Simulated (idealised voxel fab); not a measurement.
The document below concerns the process module designated voxel capacitor over wiring.
Cross-sectional view cut (width: 185 nm; square cell size: 5 nm).
Square cells in a grid make up a cross-section in this document, and the grid is given as bands, listed from the top down, each one or more rows of cells.
The band entry comprises the height of the band's top followed by the height of its bottom, expressed in nm, and subsequently the band's materials from left to right, each stated together with its width in nm. Where a single material is marked with the word "everywhere", that material fills the band from edge to edge. The word "empty" represents empty space.
Beneath 0, the wafer as received is one material, and that level is where height counting begins. The lowest band goes on downward without a bottom; it is written like "from 0 down".
Width: "30 to 40" (first number = top row, second number = bottom row, same change from row to row of cells).
Any step labelled "stayed the same" changed none of the cells in the cross-section.
Entry "Catalogued sealed voids". Content: empty spaces with no open connection to the top, size 8 cells or greater. Each: width x height at distance. Distance: from left edge. Unit: nm.
Anything after a step's settings on that line? It's the simulator's own note about the step.
The line of a step may include "overlay nm". On a step with a mask, this value is how far to the right of its planned place the mask lay. A negative value means the mask lay to the left.
[Process steps - plan]
| 1 | RECEIVE | material Si |
| 2 | CONFORMAL_DEP | material SiO2 | thk nm 10 |
| 3 | CONFORMAL_DEP | material SiCN | thk nm 5 |
| 4 | DIRECTIONAL_DEP | material lowk | thk nm 15 |
| 5 | MASKED_ETCH | tone open | mask id METAL_1 | width nm 30 | pitch nm 85 | etch materials lowk | depth nm 15 | overlay nm 0 |
| 6 | MASKED_ETCH | tone open | mask id METAL_1 | width nm 30 | pitch nm 85 | etch materials SiCN | depth nm 5 | overlay nm 0 |
| 7 | CONFORMAL_DEP | material TiN | thk nm 5 |
| 8 | FILL_DEP | material Cu | thk nm 5 |
| 9 | CMP | height nm 30 |
| 10 | CONFORMAL_DEP | material SiCN | thk nm 5 |
| 11 | DIRECTIONAL_DEP | material SiO2 | thk nm 10 |
| 12 | PATTERN | tone open | mask id PLUG_1 | material resist | width nm 15 | thk nm 20 | overlay nm 0 |
| 13 | DIRECTIONAL_ETCH | etch materials SiO2 | depth nm 10 |
| 14 | DIRECTIONAL_ETCH | etch materials SiCN | depth nm 5 |
| 15 | STRIP | etch materials resist |
| 16 | CONFORMAL_DEP | material TiN | thk nm 5 |
| 17 | FILL_DEP | material Cu | thk nm 5 |
| 18 | CMP | height nm 45 |
| 19 | DIRECTIONAL_DEP | material TiN | thk nm 5 |
| 20 | DIRECTIONAL_DEP | material SiN | thk nm 5 |
| 21 | DIRECTIONAL_DEP | material TiN | thk nm 5 |
| 22 | PATTERN | tone cover | mask id UPPER_PLATE | material resist | width nm 60 | thk nm 20 | overlay nm 0 |
| 23 | DIRECTIONAL_ETCH | etch materials TiN | depth nm 5 |
| 24 | DIRECTIONAL_ETCH | etch materials SiN | depth nm 5 |
| 25 | STRIP | etch materials resist |
| 26 | PATTERN | tone cover | mask id LOWER_PLATE | material resist | width nm 70 | thk nm 20 | overlay nm -15 |
| 27 | DIRECTIONAL_ETCH | etch materials TiN | depth nm 5 |
| 28 | STRIP | etch materials resist |
| 29 | FILL_DEP | material SiO2 | thk nm 20 |
| 30 | CMP | height nm 75 |
| 31 | MASKED_ETCH | tone open | mask id PLUG_2 | width nm 15 | etch materials SiO2 | depth nm 15 | overlay nm 0 |
| 32 | CONFORMAL_DEP | material TiN | thk nm 5 |
| 33 | FILL_DEP | material Ru | thk nm 5 |
| 34 | CMP | height nm 75 |
| 35 | CONFORMAL_DEP | material SiCN | thk nm 5 |
It is noted that the wafers described herein are identical at the outset and are distinguished by the overlay nm of step 26; the value stated in the plan corresponds to the first wafer.
[Cross-sectional view of the first of several wafers in the as-received condition, corresponding to the state following step 1]
    from 0 down  Si everywhere
    Catalogued sealed voids: none
[Rows = wafers. At module end, each row lists per material the cells gained (+) or lost (-) since the wafer was received, then the closed voids]
overlay nm -15, +26 Cu, +2 Ru, +96 SiCN, +12 SiN, +317 SiO2, +64 TiN, +75 lowk, Catalogued sealed voids: none
overlay nm -10, +26 Cu, +2 Ru, +96 SiCN, +12 SiN, +317 SiO2, +64 TiN, +75 lowk, Catalogued sealed voids: none
overlay nm -5, +26 Cu, +2 Ru, +96 SiCN, +12 SiN, +317 SiO2, +64 TiN, +75 lowk, Catalogued sealed voids: none
overlay nm 0, +26 Cu, +2 Ru, +96 SiCN, +12 SiN, +317 SiO2, +64 TiN, +75 lowk, Catalogued sealed voids: none
overlay nm 5, +26 Cu, +2 Ru, +96 SiCN, +12 SiN, +317 SiO2, +64 TiN, +75 lowk, Catalogued sealed voids: none
overlay nm 10, +26 Cu, +2 Ru, +96 SiCN, +12 SiN, +317 SiO2, +64 TiN, +75 lowk, Catalogued sealed voids: none
overlay nm 15, +26 Cu, +2 Ru, +96 SiCN, +12 SiN, +317 SiO2, +64 TiN, +75 lowk, Catalogued sealed voids: none
